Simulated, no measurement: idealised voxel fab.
Herein follows the process module entitled voxel ribs on slabs.
The cross-section shown here is cut; it is 165 nm wide and divided into square cells measuring 5 nm on a side.
This document writes a cross-section as a grid whose cells are square, and gives it as bands, listed from the top down; one or more rows of cells form a band. Within each band entry, the heights of the top and of the bottom of the band appear first, in that order and in nm; the materials of the band then follow from left to right, each with its corresponding width in nm. The designation "throughout" on a single material indicates that it fills the band from edge to edge; the designation "empty" indicates empty space. Below 0: as-received wafer, all one material; heights counted from there. Lowest band: no bottom, goes on down, written "0 -> down". The notation "30..40" denotes a width that varies across the rows of cells in the band, beginning at the first number in the top row, finishing at the second number in the bottom row, and changing by an identical amount from each row to the next. No cell of the cross-section changed in a step that is given as "no modification". If an empty space has no open way to the top and is at least 8 cells in size, "Completely sealed voids" lists it, written width x height at distance, where distance is measured from the left edge and every value is in nm. Formally, on a step line, whatever follows the settings is a remark that the simulator itself makes on the step. What "overlay nm" on a step's line means: if the step has a mask, that mask lay this far to the right of its planned place, or, when the value is negative, to the left. Structure of the following material. The material consists of pairs of cross-sections. Each pair comprises the cross-section before one process step and the cross-section after that step, the latter shown only down to the lowest band that changed. The step between the cross-sections is specified beneath each pair, including its settings. Pairs are not necessarily consecutive: they may derive from different runs of this module performed on the same starting wafer. Continuity with the pair above is to be assumed only where the entry headed "Cross-section, before" of the pair in question states it.
[Cross-section, before]
  0 -> down: Si throughout
  Completely sealed voids: none
[Post-Step Snapshot]
  25 -> 0: SiO2 throughout
  Under the height 0 nothing was changed.
  Completely sealed voids: none
Step, before to after (see cross-sections above): DIRECTIONAL_DEP with material SiO2, thk nm 25
Cross-section, before: the state before this step is the cross-section shown after the step in the pair just above.
[Post-Step Snapshot]
  40 -> 25: SiN throughout
  Under the height 25 nothing was changed.
  Completely sealed voids: none
Step, before to after (see cross-sections above): DIRECTIONAL_DEP with material SiN, thk nm 15
Cross-section, before: the state before this step is the cross-section shown after the step in the pair just above.
[Post-Step Snapshot]
  50 -> 40: aC throughout
  Under the height 40 nothing was changed.
  Completely sealed voids: none
Step, before to after (see cross-sections above): DIRECTIONAL_DEP with material aC, thk nm 10
Cross-section, before: the state before this step is the cross-section shown after the step in the pair just above.
[Post-Step Snapshot]
  75 -> 50: empty (70)  resist (25)  empty (70)
  Under the height 50 nothing was changed.
  Completely sealed voids: none
Step, before to after (see cross-sections above): PATTERN with tone cover, mask id RIB, material resist, width nm 25, thk nm 25, overlay nm 0
Cross-section, before: the state before this step is the cross-section shown after the step in the pair just above.
[Post-Step Snapshot]
  65 -> 50: empty (70)  resist (25)  empty (70)
  50 -> 40: empty (70)  aC (25)  empty (70)
  Under the height 40 nothing was changed.
  Completely sealed voids: none
Step, before to after (see cross-sections above): DIRECTIONAL_ETCH with etch materials aC, depth nm 10
Cross-section, before: the state before this step is the cross-section shown after the step in the pair just above.
[Post-Step Snapshot]
  50 -> 40: empty (70)  aC (25)  empty (70)
  Under the height 40 nothing was changed.
  Completely sealed voids: none
Step, before to after (see cross-sections above): STRIP with etch materials resist
Cross-section, before: the state before this step is the cross-section shown after the step in the pair just above.
[Post-Step Snapshot]
  50 -> 40: empty (70)  aC (25)  empty (70)
  40 -> 30: empty (70)  SiN (25)  empty (70)
  Under the height 30 nothing was changed.
  Completely sealed voids: none
Step, before to after (see cross-sections above): DIRECTIONAL_ETCH with etch materials SiN, depth nm 10
Cross-section, before: the state before this step is the cross-section shown after the step in the pair just above.
[Post-Step Snapshot]
  40 -> 30: empty (70)  SiN (25)  empty (70)
  Under the height 30 nothing was changed.
  Completely sealed voids: none
Step, before to after (see cross-sections above): STRIP with etch materials aC
Cross-section, before: the state before this step is the cross-section shown after the step in the pair just above.
[Post-Step Snapshot]
  55 -> 40: empty (55)  resist (55)  empty (55)
  40 -> 30: empty (55)  resist (15)  SiN (25)  resist (15)  empty (55)
  Under the height 30 nothing was changed.
  Completely sealed voids: none
Step, before to after (see cross-sections above): PATTERN with tone cover, mask id SLAB, material resist, width nm 55, thk nm 15, overlay nm 0
Cross-section, before: the state before this step is the cross-section shown after the step in the pair just above.
[Post-Step Snapshot]
  55 -> 40: empty (55)  resist (55)  empty (55)
  40 -> 30: empty (55)  resist (15)  SiN (25)  resist (15)  empty (55)
  30 -> 25: empty (55)  SiN (55)  empty (55)
  Under the height 25 nothing was changed.
  Completely sealed voids: none
Step, before to after (see cross-sections above): DIRECTIONAL_ETCH with etch materials SiN, depth nm 5
Cross-section, before: the state before this step is the cross-section shown after the step in the pair just above.
[Post-Step Snapshot]
  40 -> 30: empty (70)  SiN (25)  empty (70)
  Under the height 30 nothing was changed.
  Completely sealed voids: none
Step, before to after (see cross-sections above): STRIP with etch materials resist
Cross-section, before: the state before this step is the cross-section shown after the step in the pair just above.
[Post-Step Snapshot]
  65 -> 40: SiO2 throughout
  40 -> 30: SiO2 (70)  SiN (25)  SiO2 (70)
  30 -> 25: SiO2 (55)  SiN (55)  SiO2 (55)
  Under the height 25 nothing was changed.
  Completely sealed voids: none
Step, before to after (see cross-sections above): FILL_DEP with material SiO2, thk nm 25
Cross-section, before: the state before this step is the cross-section shown after the step in the pair just above.
[Post-Step Snapshot]
  55 -> 40: SiO2 throughout
  Under the height 40 nothing was changed.
  Completely sealed voids: none
Step, before to after (see cross-sections above): CMP with height nm 55
Cross-section, before: the state before this step is the cross-section shown after the step in the pair just above.
[Post-Step Snapshot]
  65 -> 55: W throughout
  Under the height 55 nothing was changed.
  Completely sealed voids: none
Step, before to after (see cross-sections above): DIRECTIONAL_DEP with material W, thk nm 10
Cross-section, before: the state before this step is the cross-section shown after the step in the pair just above.
[Post-Step Snapshot]
  75 -> 65: aC throughout
  Under the height 65 nothing was changed.
  Completely sealed voids: none
Step, before to after (see cross-sections above): DIRECTIONAL_DEP with material aC, thk nm 10
Cross-section, before: the state before this step is the cross-section shown after the step in the pair just above.
[Post-Step Snapshot]
  100 -> 75: empty (65)  resist (35)  empty (65)
  Under the height 75 nothing was changed.
  Completely sealed voids: none
Step, before to after (see cross-sections above): PATTERN with tone cover, mask id HEATER, material resist, width nm 35, thk nm 25, overlay nm 0
Cross-section, before: the state before this step is the cross-section shown after the step in the pair just above.
[Post-Step Snapshot]
  90 -> 75: empty (65)  resist (35)  empty (65)
  75 -> 65: empty (65)  aC (35)  empty (65)
  Under the height 65 nothing was changed.
  Completely sealed voids: none
Step, before to after (see cross-sections above): DIRECTIONAL_ETCH with etch materials aC, depth nm 10
Cross-section, before: the state before this step is the cross-section shown after the step in the pair just above.
[Post-Step Snapshot]
  75 -> 65: empty (65)  aC (35)  empty (65)
  Under the height 65 nothing was changed.
  Completely sealed voids: none
Step, before to after (see cross-sections above): STRIP with etch materials resist
Cross-section, before: the state before this step is the cross-section shown after the step in the pair just above.
[Post-Step Snapshot]
  75 -> 65: empty (65)  aC (35)  empty (65)
  65 -> 55: empty (65)  W (35)  empty (65)
  Under the height 55 nothing was changed.
  Completely sealed voids: none
Step, before to after (see cross-sections above): DIRECTIONAL_ETCH with etch materials W, depth nm 10
Cross-section, before: the state before this step is the cross-section shown after the step in the pair just above.
[Post-Step Snapshot]
  65 -> 55: empty (65)  W (35)  empty (65)
  Under the height 55 nothing was changed.
  Completely sealed voids: none
Step, before to after (see cross-sections above): STRIP with etch materials aC
Cross-section, before: the state before this step is the cross-section shown after the step in the pair just above.
[Post-Step Snapshot]
  70 -> 65: empty (60)  SiO2 (45)  empty (60)
  65 -> 60: empty (60)  SiO2 (5)  W (35)  SiO2 (5)  empty (60)
  60 -> 55: SiO2 (65)  W (35)  SiO2 (65)
  Under the height 55 nothing was changed.
  Completely sealed voids: none
Step, before to after (see cross-sections above): CONFORMAL_DEP with material SiO2, thk nm 5
[Cross-section, before]
  40 -> 25: SiN throughout
  25 -> 0: SiO2 throughout
  0 -> down: Si throughout
  Completely sealed voids: none
[Post-Step Snapshot]
  55 -> 25: SiN throughout
  Under the height 25 nothing was changed.
  Completely sealed voids: none
Step, before to after (see cross-sections above): DIRECTIONAL_DEP with material SiN, thk nm 15
Cross-section, before: the state before this step is the cross-section shown after the step in the pair just above.
[Post-Step Snapshot]
  65 -> 55: aC throughout
  Under the height 55 nothing was changed.
  Completely sealed voids: none
Step, before to after (see cross-sections above): DIRECTIONAL_DEP with material aC, thk nm 10
Cross-section, before: the state before this step is the cross-section shown after the step in the pair just above.
[Post-Step Snapshot]
  90 -> 65: empty (70)  resist (25)  empty (70)
  Under the height 65 nothing was changed.
  Completely sealed voids: none
Step, before to after (see cross-sections above): PATTERN with tone cover, mask id RIB, material resist, width nm 25, thk nm 25, overlay nm 0
Cross-section, before: the state before this step is the cross-section shown after the step in the pair just above.
[Post-Step Snapshot]
  80 -> 65: empty (70)  resist (25)  empty (70)
  65 -> 55: empty (70)  aC (25)  empty (70)
  Under the height 55 nothing was changed.
  Completely sealed voids: none
Step, before to after (see cross-sections above): DIRECTIONAL_ETCH with etch materials aC, depth nm 10
Cross-section, before: the state before this step is the cross-section shown after the step in the pair just above.
[Post-Step Snapshot]
  65 -> 55: empty (70)  aC (25)  empty (70)
  Under the height 55 nothing was changed.
  Completely sealed voids: none
Step, before to after (see cross-sections above): STRIP with etch materials resist
Cross-section, before: the state before this step is the cross-section shown after the step in the pair just above.
[Post-Step Snapshot]
  65 -> 55: empty (70)  aC (25)  empty (70)
  55 -> 45: empty (70)  SiN (25)  empty (70)
  Under the height 45 nothing was changed.
  Completely sealed voids: none
Step, before to after (see cross-sections above): DIRECTIONAL_ETCH with etch materials SiN, depth nm 10
Cross-section, before: the state before this step is the cross-section shown after the step in the pair just above.
[Post-Step Snapshot]
  55 -> 45: empty (70)  SiN (25)  empty (70)
  Under the height 45 nothing was changed.
  Completely sealed voids: none
Step, before to after (see cross-sections above): STRIP with etch materials aC
Cross-section, before: the state before this step is the cross-section shown after the step in the pair just above.
[Post-Step Snapshot]
  70 -> 55: empty (55)  resist (55)  empty (55)
  55 -> 45: empty (55)  resist (15)  SiN (25)  resist (15)  empty (55)
  Under the height 45 nothing was changed.
  Completely sealed voids: none
Step, before to after (see cross-sections above): PATTERN with tone cover, mask id SLAB, material resist, width nm 55, thk nm 15, overlay nm 0
Cross-section, before: the state before this step is the cross-section shown after the step in the pair just above.
[Post-Step Snapshot]
  70 -> 55: empty (55)  resist (55)  empty (55)
  55 -> 45: empty (55)  resist (15)  SiN (25)  resist (15)  empty (55)
  45 -> 40: empty (55)  SiN (55)  empty (55)
  Under the height 40 nothing was changed.
  Completely sealed voids: none
Step, before to after (see cross-sections above): DIRECTIONAL_ETCH with etch materials SiN, depth nm 5
Cross-section, before: the state before this step is the cross-section shown after the step in the pair just above.
[Post-Step Snapshot]
  55 -> 45: empty (70)  SiN (25)  empty (70)
  Under the height 45 nothing was changed.
  Completely sealed voids: none
Step, before to after (see cross-sections above): STRIP with etch materials resist
Cross-section, before: the state before this step is the cross-section shown after the step in the pair just above.
[Post-Step Snapshot]
  80 -> 55: SiO2 throughout
  55 -> 45: SiO2 (70)  SiN (25)  SiO2 (70)
  45 -> 40: SiO2 (55)  SiN (55)  SiO2 (55)
  Under the height 40 nothing was changed.
  Completely sealed voids: none
Step, before to after (see cross-sections above): FILL_DEP with material SiO2, thk nm 25
Cross-section, before: the state before this step is the cross-section shown after the step in the pair just above.
[Post-Step Snapshot]
  55 -> 45: SiO2 (70)  SiN (25)  SiO2 (70)
  Under the height 45 nothing was changed.
  Completely sealed voids: none
Step, before to after (see cross-sections above): CMP with height nm 55
Cross-section, before: the state before this step is the cross-section shown after the step in the pair just above.
[Post-Step Snapshot]
  65 -> 55: W throughout
  Under the height 55 nothing was changed.
  Completely sealed voids: none
Step, before to after (see cross-sections above): DIRECTIONAL_DEP with material W, thk nm 10
Cross-section, before: the state before this step is the cross-section shown after the step in the pair just above.
[Post-Step Snapshot]
  75 -> 65: aC throughout
  Under the height 65 nothing was changed.
  Completely sealed voids: none
Step, before to after (see cross-sections above): DIRECTIONAL_DEP with material aC, thk nm 10
Cross-section, before: the state before this step is the cross-section shown after the step in the pair just above.
[Post-Step Snapshot]
  100 -> 75: empty (65)  resist (35)  empty (65)
  Under the height 75 nothing was changed.
  Completely sealed voids: none
Step, before to after (see cross-sections above): PATTERN with tone cover, mask id HEATER, material resist, width nm 35, thk nm 25, overlay nm 0
Cross-section, before: the state before this step is the cross-section shown after the step in the pair just above.
[Post-Step Snapshot]
  90 -> 75: empty (65)  resist (35)  empty (65)
  75 -> 65: empty (65)  aC (35)  empty (65)
  Under the height 65 nothing was changed.
  Completely sealed voids: none
Step, before to after (see cross-sections above): DIRECTIONAL_ETCH with etch materials aC, depth nm 10
Cross-section, before: the state before this step is the cross-section shown after the step in the pair just above.
[Post-Step Snapshot]
  75 -> 65: empty (65)  aC (35)  empty (65)
  Under the height 65 nothing was changed.
  Completely sealed voids: none
Step, before to after (see cross-sections above): STRIP with etch materials resist
Cross-section, before: the state before this step is the cross-section shown after the step in the pair just above.
[Post-Step Snapshot]
  75 -> 65: empty (65)  aC (35)  empty (65)
  65 -> 55: empty (65)  W (35)  empty (65)
  Under the height 55 nothing was changed.
  Completely sealed voids: none
Step, before to after (see cross-sections above): DIRECTIONAL_ETCH with etch materials W, depth nm 10
Cross-section, before: the state before this step is the cross-section shown after the step in the pair just above.
[Post-Step Snapshot]
  65 -> 55: empty (65)  W (35)  empty (65)
  Under the height 55 nothing was changed.
  Completely sealed voids: none
Step, before to after (see cross-sections above): STRIP with etch materials aC
Cross-section, before: the state before this step is the cross-section shown after the step in the pair just above.
[Post-Step Snapshot]
  70 -> 65: empty (60)  SiO2 (45)  empty (60)
  65 -> 60: empty (60)  SiO2 (5)  W (35)  SiO2 (5)  empty (60)
  60 -> 55: SiO2 (65)  W (35)  SiO2 (65)
  Under the height 55 nothing was changed.
  Completely sealed voids: none
Step, before to after (see cross-sections above): CONFORMAL_DEP with material SiO2, thk nm 5
[Cross-section, before]
  0 -> down: Si throughout
  Completely sealed voids: none
[Post-Step Snapshot]
  15 -> 0: SiN throughout
  Under the height 0 nothing was changed.
  Completely sealed voids: none
Step, before to after (see cross-sections above): DIRECTIONAL_DEP with material SiN, thk nm 15
Cross-section, before: the state before this step is the cross-section shown after the step in the pair just above.
[Post-Step Snapshot]
  40 -> 15: SiO2 throughout
  Under the height 15 nothing was changed.
  Completely sealed voids: none
Step, before to after (see cross-sections above): DIRECTIONAL_DEP with material SiO2, thk nm 25
Cross-section, before: the state before this step is the cross-section shown after the step in the pair just above.
[Post-Step Snapshot]
  50 -> 40: aC throughout
  Under the height 40 nothing was changed.
  Completely sealed voids: none
Step, before to after (see cross-sections above): DIRECTIONAL_DEP with material aC, thk nm 10
Cross-section, before: the state before this step is the cross-section shown after the step in the pair just above.
[Post-Step Snapshot]
  75 -> 50: empty (70)  resist (25)  empty (70)
  Under the height 50 nothing was changed.
  Completely sealed voids: none
Step, before to after (see cross-sections above): PATTERN with tone cover, mask id RIB, material resist, width nm 25, thk nm 25, overlay nm 0
Cross-section, before: the state before this step is the cross-section shown after the step in the pair just above.
[Post-Step Snapshot]
  65 -> 50: empty (70)  resist (25)  empty (70)
  50 -> 40: empty (70)  aC (25)  empty (70)
  Under the height 40 nothing was changed.
  Completely sealed voids: none
Step, before to after (see cross-sections above): DIRECTIONAL_ETCH with etch materials aC, depth nm 10
Cross-section, before: the state before this step is the cross-section shown after the step in the pair just above.
[Post-Step Snapshot]
  50 -> 40: empty (70)  aC (25)  empty (70)
  Under the height 40 nothing was changed.
  Completely sealed voids: none
Step, before to after (see cross-sections above): STRIP with etch materials resist
Cross-section, before: the state before this step is the cross-section shown after the step in the pair just above.
[Post-Step Snapshot]
  40 -> 15: SiO2 throughout
  Under the height 15 nothing was changed.
  Completely sealed voids: none
Step, before to after (see cross-sections above): STRIP with etch materials aC
Cross-section, before: the state before this step is the cross-section shown after the step in the pair just above.
[Post-Step Snapshot]
  55 -> 40: empty (55)  resist (55)  empty (55)
  Under the height 40 nothing was changed.
  Completely sealed voids: none
Step, before to after (see cross-sections above): PATTERN with tone cover, mask id SLAB, material resist, width nm 55, thk nm 15, overlay nm 0
Cross-section, before: the state before this step is the cross-section shown after the step in the pair just above.
[Post-Step Snapshot]
  40 -> 15: SiO2 throughout
  Under the height 15 nothing was changed.
  Completely sealed voids: none
Step, before to after (see cross-sections above): STRIP with etch materials resist
Cross-section, before: the state before this step is the cross-section shown after the step in the pair just above.
[Post-Step Snapshot]
  65 -> 15: SiO2 throughout
  Under the height 15 nothing was changed.
  Completely sealed voids: none
Step, before to after (see cross-sections above): FILL_DEP with material SiO2, thk nm 25
Cross-section, before: the state before this step is the cross-section shown after the step in the pair just above.
[Post-Step Snapshot]
  55 -> 15: SiO2 throughout
  Under the height 15 nothing was changed.
  Completely sealed voids: none
Step, before to after (see cross-sections above): CMP with height nm 55
Cross-section, before: the state before this step is the cross-section shown after the step in the pair just above.
[Post-Step Snapshot]
  65 -> 55: W throughout
  Under the height 55 nothing was changed.
  Completely sealed voids: none
Step, before to after (see cross-sections above): DIRECTIONAL_DEP with material W, thk nm 10
Cross-section, before: the state before this step is the cross-section shown after the step in the pair just above.
[Post-Step Snapshot]
  75 -> 65: aC throughout
  Under the height 65 nothing was changed.
  Completely sealed voids: none
Step, before to after (see cross-sections above): DIRECTIONAL_DEP with material aC, thk nm 10
Cross-section, before: the state before this step is the cross-section shown after the step in the pair just above.
[Post-Step Snapshot]
  100 -> 75: empty (65)  resist (35)  empty (65)
  Under the height 75 nothing was changed.
  Completely sealed voids: none
Step, before to after (see cross-sections above): PATTERN with tone cover, mask id HEATER, material resist, width nm 35, thk nm 25, overlay nm 0
Cross-section, before: the state before this step is the cross-section shown after the step in the pair just above.
[Post-Step Snapshot]
  90 -> 75: empty (65)  resist (35)  empty (65)
  75 -> 65: empty (65)  aC (35)  empty (65)
  Under the height 65 nothing was changed.
  Completely sealed voids: none
Step, before to after (see cross-sections above): DIRECTIONAL_ETCH with etch materials aC, depth nm 10
Cross-section, before: the state before this step is the cross-section shown after the step in the pair just above.
[Post-Step Snapshot]
  75 -> 65: empty (65)  aC (35)  empty (65)
  Under the height 65 nothing was changed.
  Completely sealed voids: none
Step, before to after (see cross-sections above): STRIP with etch materials resist
Cross-section, before: the state before this step is the cross-section shown after the step in the pair just above.
[Post-Step Snapshot]
  75 -> 65: empty (65)  aC (35)  empty (65)
  65 -> 55: empty (65)  W (35)  empty (65)
  Under the height 55 nothing was changed.
  Completely sealed voids: none
Step, before to after (see cross-sections above): DIRECTIONAL_ETCH with etch materials W, depth nm 10
Cross-section, before: the state before this step is the cross-section shown after the step in the pair just above.
[Post-Step Snapshot]
  65 -> 55: empty (65)  W (35)  empty (65)
  Under the height 55 nothing was changed.
  Completely sealed voids: none
Step, before to after (see cross-sections above): STRIP with etch materials aC
Cross-section, before: the state before this step is the cross-section shown after the step in the pair just above.
[Post-Step Snapshot]
  70 -> 65: empty (60)  SiO2 (45)  empty (60)
  65 -> 60: empty (60)  SiO2 (5)  W (35)  SiO2 (5)  empty (60)
  60 -> 55: SiO2 (65)  W (35)  SiO2 (65)
  Under the height 55 nothing was changed.
  Completely sealed voids: none
Step, before to after (see cross-sections above): CONFORMAL_DEP with material SiO2, thk nm 5
[Cross-section, before]
  25 -> 0: SiO2 throughout
  0 -> down: Si throughout
  Completely sealed voids: none
[Post-Step Snapshot]
  45 -> 25: SiN throughout
  Under the height 25 nothing was changed.
  Completely sealed voids: none
Step, before to after (see cross-sections above): DIRECTIONAL_DEP with material SiN, thk nm 20
Cross-section, before: the state before this step is the cross-section shown after the step in the pair just above.
[Post-Step Snapshot]
  55 -> 45: aC throughout
  Under the height 45 nothing was changed.
  Completely sealed voids: none
Step, before to after (see cross-sections above): DIRECTIONAL_DEP with material aC, thk nm 10
Cross-section, before: the state before this step is the cross-section shown after the step in the pair just above.
[Post-Step Snapshot]
  80 -> 55: empty (70)  resist (25)  empty (70)
  Under the height 55 nothing was changed.
  Completely sealed voids: none
Step, before to after (see cross-sections above): PATTERN with tone cover, mask id RIB, material resist, width nm 25, thk nm 25, overlay nm 0
Cross-section, before: the state before this step is the cross-section shown after the step in the pair just above.
[Post-Step Snapshot]
  70 -> 55: empty (70)  resist (25)  empty (70)
  55 -> 45: empty (70)  aC (25)  empty (70)
  Under the height 45 nothing was changed.
  Completely sealed voids: none
Step, before to after (see cross-sections above): DIRECTIONAL_ETCH with etch materials aC, depth nm 10
Cross-section, before: the state before this step is the cross-section shown after the step in the pair just above.
[Post-Step Snapshot]
  55 -> 45: empty (70)  aC (25)  empty (70)
  Under the height 45 nothing was changed.
  Completely sealed voids: none
Step, before to after (see cross-sections above): STRIP with etch materials resist
Cross-section, before: the state before this step is the cross-section shown after the step in the pair just above.
[Post-Step Snapshot]
  55 -> 45: empty (70)  aC (25)  empty (70)
  45 -> 35: empty (70)  SiN (25)  empty (70)
  Under the height 35 nothing was changed.
  Completely sealed voids: none
Step, before to after (see cross-sections above): DIRECTIONAL_ETCH with etch materials SiN, depth nm 10
Cross-section, before: the state before this step is the cross-section shown after the step in the pair just above.
[Post-Step Snapshot]
  45 -> 35: empty (70)  SiN (25)  empty (70)
  Under the height 35 nothing was changed.
  Completely sealed voids: none
Step, before to after (see cross-sections above): STRIP with etch materials aC
Cross-section, before: the state before this step is the cross-section shown after the step in the pair just above.
[Post-Step Snapshot]
  60 -> 45: empty (55)  resist (55)  empty (55)
  45 -> 35: empty (55)  resist (15)  SiN (25)  resist (15)  empty (55)
  Under the height 35 nothing was changed.
  Completely sealed voids: none
Step, before to after (see cross-sections above): PATTERN with tone cover, mask id SLAB, material resist, width nm 55, thk nm 15, overlay nm 0
Cross-section, before: the state before this step is the cross-section shown after the step in the pair just above.
[Post-Step Snapshot]
  60 -> 45: empty (55)  resist (55)  empty (55)
  45 -> 35: empty (55)  resist (15)  SiN (25)  resist (15)  empty (55)
  35 -> 30: empty (55)  SiN (55)  empty (55)
  Under the height 30 nothing was changed.
  Completely sealed voids: none
Step, before to after (see cross-sections above): DIRECTIONAL_ETCH with etch materials SiN, depth nm 5
Cross-section, before: the state before this step is the cross-section shown after the step in the pair just above.
[Post-Step Snapshot]
  45 -> 35: empty (70)  SiN (25)  empty (70)
  Under the height 35 nothing was changed.
  Completely sealed voids: none
Step, before to after (see cross-sections above): STRIP with etch materials resist
Cross-section, before: the state before this step is the cross-section shown after the step in the pair just above.
[Post-Step Snapshot]
  70 -> 45: SiO2 throughout
  45 -> 35: SiO2 (70)  SiN (25)  SiO2 (70)
  35 -> 30: SiO2 (55)  SiN (55)  SiO2 (55)
  Under the height 30 nothing was changed.
  Completely sealed voids: none
Step, before to after (see cross-sections above): FILL_DEP with material SiO2, thk nm 25
Cross-section, before: the state before this step is the cross-section shown after the step in the pair just above.
[Post-Step Snapshot]
  55 -> 45: SiO2 throughout
  Under the height 45 nothing was changed.
  Completely sealed voids: none
Step, before to after (see cross-sections above): CMP with height nm 55
Cross-section, before: the state before this step is the cross-section shown after the step in the pair just above.
[Post-Step Snapshot]
  65 -> 55: W throughout
  Under the height 55 nothing was changed.
  Completely sealed voids: none
Step, before to after (see cross-sections above): DIRECTIONAL_DEP with material W, thk nm 10
Cross-section, before: the state before this step is the cross-section shown after the step in the pair just above.
[Post-Step Snapshot]
  75 -> 65: aC throughout
  Under the height 65 nothing was changed.
  Completely sealed voids: none
Step, before to after (see cross-sections above): DIRECTIONAL_DEP with material aC, thk nm 10
Cross-section, before: the state before this step is the cross-section shown after the step in the pair just above.
[Post-Step Snapshot]
  100 -> 75: empty (65)  resist (35)  empty (65)
  Under the height 75 nothing was changed.
  Completely sealed voids: none
Step, before to after (see cross-sections above): PATTERN with tone cover, mask id HEATER, material resist, width nm 35, thk nm 25, overlay nm 0
Cross-section, before: the state before this step is the cross-section shown after the step in the pair just above.
[Post-Step Snapshot]
  90 -> 75: empty (65)  resist (35)  empty (65)
  75 -> 65: empty (65)  aC (35)  empty (65)
  Under the height 65 nothing was changed.
  Completely sealed voids: none
Step, before to after (see cross-sections above): DIRECTIONAL_ETCH with etch materials aC, depth nm 10
Cross-section, before: the state before this step is the cross-section shown after the step in the pair just above.
[Post-Step Snapshot]
  75 -> 65: empty (65)  aC (35)  empty (65)
  Under the height 65 nothing was changed.
  Completely sealed voids: none
Step, before to after (see cross-sections above): STRIP with etch materials resist
Cross-section, before: the state before this step is the cross-section shown after the step in the pair just above.
[Post-Step Snapshot]
  75 -> 65: empty (65)  aC (35)  empty (65)
  65 -> 55: empty (65)  W (35)  empty (65)
  Under the height 55 nothing was changed.
  Completely sealed voids: none
Step, before to after (see cross-sections above): DIRECTIONAL_ETCH with etch materials W, depth nm 10
Cross-section, before: the state before this step is the cross-section shown after the step in the pair just above.
[Post-Step Snapshot]
  65 -> 55: empty (65)  W (35)  empty (65)
  Under the height 55 nothing was changed.
  Completely sealed voids: none
Step, before to after (see cross-sections above): STRIP with etch materials aC
Cross-section, before: the state before this step is the cross-section shown after the step in the pair just above.
[Post-Step Snapshot]
  70 -> 65: empty (60)  SiO2 (45)  empty (60)
  65 -> 60: empty (60)  SiO2 (5)  W (35)  SiO2 (5)  empty (60)
  60 -> 55: SiO2 (65)  W (35)  SiO2 (65)
  Under the height 55 nothing was changed.
  Completely sealed voids: none
Step, before to after (see cross-sections above): CONFORMAL_DEP with material SiO2, thk nm 5
[Cross-section, before]
  75 -> 65: aC throughout
  65 -> 55: W throughout
  55 -> 40: SiO2 throughout
  40 -> 30: SiO2 (70)  SiN (25)  SiO2 (70)
  30 -> 25: SiO2 (55)  SiN (55)  SiO2 (55)
  25 -> 0: SiO2 throughout
  0 -> down: Si throughout
  Completely sealed voids: none
[Post-Step Snapshot]
  100 -> 75: empty (60)  resist (45)  empty (60)
  Under the height 75 nothing was changed.
  Completely sealed voids: none
Step, before to after (see cross-sections above): PATTERN with tone cover, mask id HEATER, material resist, width nm 45, thk nm 25, overlay nm 0
Cross-section, before: the state before this step is the cross-section shown after the step in the pair just above.
[Post-Step Snapshot]
  90 -> 75: empty (60)  resist (45)  empty (60)
  75 -> 65: empty (60)  aC (45)  empty (60)
  Under the height 65 nothing was changed.
  Completely sealed voids: none
Step, before to after (see cross-sections above): DIRECTIONAL_ETCH with etch materials aC, depth nm 10
Cross-section, before: the state before this step is the cross-section shown after the step in the pair just above.
[Post-Step Snapshot]
  75 -> 65: empty (60)  aC (45)  empty (60)
  Under the height 65 nothing was changed.
  Completely sealed voids: none
Step, before to after (see cross-sections above): STRIP with etch materials resist
Cross-section, before: the state before this step is the cross-section shown after the step in the pair just above.
[Post-Step Snapshot]
  75 -> 65: empty (60)  aC (45)  empty (60)
  65 -> 55: empty (60)  W (45)  empty (60)
  Under the height 55 nothing was changed.
  Completely sealed voids: none
Step, before to after (see cross-sections above): DIRECTIONAL_ETCH with etch materials W, depth nm 10
Cross-section, before: the state before this step is the cross-section shown after the step in the pair just above.
[Post-Step Snapshot]
  65 -> 55: empty (60)  W (45)  empty (60)
  Under the height 55 nothing was changed.
  Completely sealed voids: none
Step, before to after (see cross-sections above): STRIP with etch materials aC
Cross-section, before: the state before this step is the cross-section shown after the step in the pair just above.
[Post-Step Snapshot]
  70 -> 65: empty (55)  SiO2 (55)  empty (55)
  65 -> 60: empty (55)  SiO2 (5)  W (45)  SiO2 (5)  empty (55)
  60 -> 55: SiO2 (60)  W (45)  SiO2 (60)
  Under the height 55 nothing was changed.
  Completely sealed voids: none
Step, before to after (see cross-sections above): CONFORMAL_DEP with material SiO2, thk nm 5
[Cross-section, before]
  40 -> 30: empty (70)  SiN (25)  empty (70)
  30 -> 25: SiN throughout
  25 -> 0: SiO2 throughout
  0 -> down: Si throughout
  Completely sealed voids: none
[Post-Step Snapshot]
  55 -> 40: empty (50)  resist (55)  empty (60)
  40 -> 30: empty (50)  resist (20)  SiN (25)  resist (10)  empty (60)
  Under the height 30 nothing was changed.
  Completely sealed voids: none
Step, before to after (see cross-sections above): PATTERN with tone cover, mask id SLAB, material resist, width nm 55, thk nm 15, overlay nm -5
Cross-section, before: the state before this step is the cross-section shown after the step in the pair just above.
[Post-Step Snapshot]
  55 -> 40: empty (50)  resist (55)  empty (60)
  40 -> 30: empty (50)  resist (20)  SiN (25)  resist (10)  empty (60)
  30 -> 25: empty (50)  SiN (55)  empty (60)
  Under the height 25 nothing was changed.
  Completely sealed voids: none
Step, before to after (see cross-sections above): DIRECTIONAL_ETCH with etch materials SiN, depth nm 5
Cross-section, before: the state before this step is the cross-section shown after the step in the pair just above.
[Post-Step Snapshot]
  40 -> 30: empty (70)  SiN (25)  empty (70)
  Under the height 30 nothing was changed.
  Completely sealed voids: none
Step, before to after (see cross-sections above): STRIP with etch materials resist
Cross-section, before: the state before this step is the cross-section shown after the step in the pair just above.
[Post-Step Snapshot]
  65 -> 40: SiO2 throughout
  40 -> 30: SiO2 (70)  SiN (25)  SiO2 (70)
  30 -> 25: SiO2 (50)  SiN (55)  SiO2 (60)
  Under the height 25 nothing was changed.
  Completely sealed voids: none
Step, before to after (see cross-sections above): FILL_DEP with material SiO2, thk nm 25
Cross-section, before: the state before this step is the cross-section shown after the step in the pair just above.
[Post-Step Snapshot]
  55 -> 40: SiO2 throughout
  Under the height 40 nothing was changed.
  Completely sealed voids: none
Step, before to after (see cross-sections above): CMP with height nm 55
Cross-section, before: the state before this step is the cross-section shown after the step in the pair just above.
[Post-Step Snapshot]
  65 -> 55: W throughout
  Under the height 55 nothing was changed.
  Completely sealed voids: none
Step, before to after (see cross-sections above): DIRECTIONAL_DEP with material W, thk nm 10
Cross-section, before: the state before this step is the cross-section shown after the step in the pair just above.
[Post-Step Snapshot]
  75 -> 65: aC throughout
  Under the height 65 nothing was changed.
  Completely sealed voids: none
Step, before to after (see cross-sections above): DIRECTIONAL_DEP with material aC, thk nm 10
Cross-section, before: the state before this step is the cross-section shown after the step in the pair just above.
[Post-Step Snapshot]
  100 -> 75: empty (65)  resist (35)  empty (65)
  Under the height 75 nothing was changed.
  Completely sealed voids: none
Step, before to after (see cross-sections above): PATTERN with tone cover, mask id HEATER, material resist, width nm 35, thk nm 25, overlay nm 0
